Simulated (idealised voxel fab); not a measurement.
This is a process module. Its name is voxel gate over fins.
This is section cut - it's 235 nm across, gridded in 5 nm square cells.
In what follows, cross-sections appear as grids of square cells, described through bands that run from the top down, where every band is one or more rows of cells. Heights first: top, then bottom, in nm. Then materials, left to right, each with a width in nm. "edge to edge" on a single material: fills the band edge to edge. "empty": empty space. Measure heights from 0. That's the level where, below it, the as-received wafer is all one material. The lowest band is bottomless and extends downward; write it as in "0 nm and below". So if you see something like "30->40" for the width, read it as the top row of the band sitting at the first number and the bottom row at the second, with every row in between moving by the same amount as the last. A step reported as "no alterations made" is a step in which no cell of the cross-section changed. Closed-off voids of 8+ cells (no open route to the top) go in "Enclosed void list", written width x height at distance from the left edge, in nm. The remark found on a step's line after its settings is issued by the simulator itself and pertains to that step. The optional step-line setting "overlay nm" applies to steps with a mask and quantifies how far to the right of its planned location the mask lay, a negative value indicating leftward placement.

Process steps foreseen in the plan:
1,RECEIVE (material Si)
2,CONFORMAL_DEP (material SiN; thk nm 5)
3,MASKED_ETCH (tone cover; mask id FINS; width nm 15; pitch nm 55; etch materials SiN; depth nm 5; overlay nm 0)
4,MASKED_ETCH (tone cover; mask id FINS; width nm 15; pitch nm 55; etch materials Si; depth nm 40; overlay nm -15)
5,OXIDIZE (depth nm 5)
6,FILL_DEP (material SiO2; thk nm 5)
7,CMP (height nm 5)
8,MASKED_ETCH (tone open; mask id RAIL; width nm 15; etch materials SiO2; depth nm 40; overlay nm 0)
9,CONFORMAL_DEP (material TiN; thk nm 5)
10,FILL_DEP (material W; thk nm 5)
11,CMP (height nm 5)
12,SELECTIVE_ETCH (etch materials W Ru TiN; depth nm 25)
13,FILL_DEP (material SiO2; thk nm 5)
14,CMP (height nm 5)
15,SELECTIVE_ETCH (etch materials SiO2; depth nm 15)
16,STRIP (etch materials SiN)
17,CONFORMAL_DEP (material HfO2; thk nm 5)
18,CONFORMAL_DEP (material TiN; thk nm 5)
19,CONFORMAL_DEP (material TiAl; thk nm 5)
20,CONFORMAL_DEP (material TiN; thk nm 5)
21,FILL_DEP (material W; thk nm 10)
22,CMP (height nm 25)
23,CONFORMAL_DEP (material SiN; thk nm 10)
The value of overlay nm given for step 4 in the plan refers to the first wafer; the wafers vary in this setting and are alike at the start.

The first of several wafers, as received after step 1, seen in section:
    0 nm and below  Si edge to edge
    Enclosed void list: none

Last step of the module is step 23; after it, the first of several wafers in cross-section:
    35 nm to 25 nm  SiN edge to edge
    25 nm to 20 nm  W edge to edge
    20 nm to 15 nm  40 W, 45 TiN, 10 W, 45 TiN, 10 W, 45 TiN, 40 W
    15 nm to 10 nm  25 W, 20 TiN, 35 TiAl, 20 TiN, 35 TiAl, 20 TiN, 35 TiAl, 5 TiN, 40 W
    10 nm to 5 nm  30 TiN, 20 TiAl, 25 TiN, 5 TiAl, 5 TiN, 20 TiAl, 25 TiN, 5 TiAl, 5 TiN, 20 TiAl, 25 TiN, 5 TiAl, 45 TiN
    5 nm to 0 nm  35 TiAl, 20 TiN, 15 HfO2, 5 TiN, 15 TiAl, 20 TiN, 15 HfO2, 5 TiN, 15 TiAl, 20 TiN, 15 HfO2, 5 TiN, 50 TiAl
    0 nm to -5 nm  40 TiN, 20 HfO2, 5 Si, 5 HfO2, 25 TiN, 20 HfO2, 5 Si, 5 HfO2, 25 TiN, 20 HfO2, 5 Si, 5 HfO2, 55 TiN
    -5 nm to -10 nm  45 HfO2, 20 Si, 35 HfO2, 20 Si, 35 HfO2, 20 Si, 60 HfO2
    -10 nm to -20 nm  45 SiO2, 20 Si, 35 SiO2, 20 Si, 35 SiO2, 20 Si, 60 SiO2
    -20 nm to -30 nm  45 SiO2, 20 Si, 15 SiO2, 5 TiN, 5 W, 5 TiN, 5 SiO2, 20 Si, 35 SiO2, 20 Si, 60 SiO2
    -30 nm to -35 nm  45 SiO2, 20 Si, 15 SiO2, 15 TiN, 5 SiO2, 20 Si, 35 SiO2, 20 Si, 60 SiO2
    -35 nm to -45 nm  45 SiO2, 20 Si, 35 SiO2, 20 Si, 35 SiO2, 20 Si, 60 SiO2
    -45 nm and below  Si edge to edge
    Enclosed void list: none

So this is the cross-section on the last wafer at the end of the module:
    35 nm to 25 nm  SiN edge to edge
    25 nm to 20 nm  W edge to edge
    20 nm to 15 nm  40 W, 45 TiN, 10 W, 45 TiN, 10 W, 45 TiN, 40 W
    15 nm to 10 nm  40 W, 5 TiN, 35 TiAl, 20 TiN, 35 TiAl, 20 TiN, 35 TiAl, 20 TiN, 25 W
    10 nm to 5 nm  45 TiN, 5 TiAl, 25 TiN, 20 TiAl, 5 TiN, 5 TiAl, 25 TiN, 20 TiAl, 5 TiN, 5 TiAl, 25 TiN, 20 TiAl, 30 TiN
    5 nm to 0 nm  50 TiAl, 5 TiN, 15 HfO2, 20 TiN, 15 TiAl, 5 TiN, 15 HfO2, 20 TiN, 15 TiAl, 5 TiN, 15 HfO2, 20 TiN, 35 TiAl
    0 nm to -5 nm  55 TiN, 5 HfO2, 5 Si, 20 HfO2, 25 TiN, 5 HfO2, 5 Si, 20 HfO2, 25 TiN, 5 HfO2, 5 Si, 20 HfO2, 40 TiN
    -5 nm to -10 nm  60 HfO2, 20 Si, 35 HfO2, 20 Si, 35 HfO2, 20 Si, 45 HfO2
    -10 nm to -20 nm  60 SiO2, 20 Si, 35 SiO2, 20 Si, 35 SiO2, 20 Si, 45 SiO2
    -20 nm to -30 nm  60 SiO2, 20 Si, 5 TiN, 5 W, 5 TiN, 20 SiO2, 20 Si, 35 SiO2, 20 Si, 45 SiO2
    -30 nm to -35 nm  60 SiO2, 20 Si, 15 TiN, 20 SiO2, 20 Si, 35 SiO2, 20 Si, 45 SiO2
    -35 nm to -45 nm  60 SiO2, 20 Si, 35 SiO2, 20 Si, 35 SiO2, 20 Si, 45 SiO2
    -45 nm and below  Si edge to edge
    Enclosed void list: none

The following table contains a row per wafer, in which are reported, at the conclusion of the module, the cells of each material gained (+) or lost (-) since the wafer's receipt, with its closed voids given thereafter:
overlay nm -15, +59 HfO2, -324 Si, +94 SiN, +236 SiO2, +59 TiAl, +123 TiN, +82 W, Enclosed void list: none
overlay nm -10, +59 HfO2, -348 Si, +94 SiN, +257 SiO2, +59 TiAl, +125 TiN, +83 W, Enclosed void list: none
overlay nm -5, +59 HfO2, -372 Si, +94 SiN, +278 SiO2, +59 TiAl, +125 TiN, +86 W, Enclosed void list: none
overlay nm 0, +59 HfO2, -396 Si, +94 SiN, +299 SiO2, +59 TiAl, +125 TiN, +89 W, Enclosed void list: none
overlay nm 5, +59 HfO2, -372 Si, +94 SiN, +278 SiO2, +59 TiAl, +125 TiN, +86 W, Enclosed void list: none
overlay nm 10, +59 HfO2, -348 Si, +94 SiN, +257 SiO2, +59 TiAl, +125 TiN, +83 W, Enclosed void list: none
overlay nm 15, +59 HfO2, -324 Si, +94 SiN, +236 SiO2, +59 TiAl, +123 TiN, +82 W, Enclosed void list: none
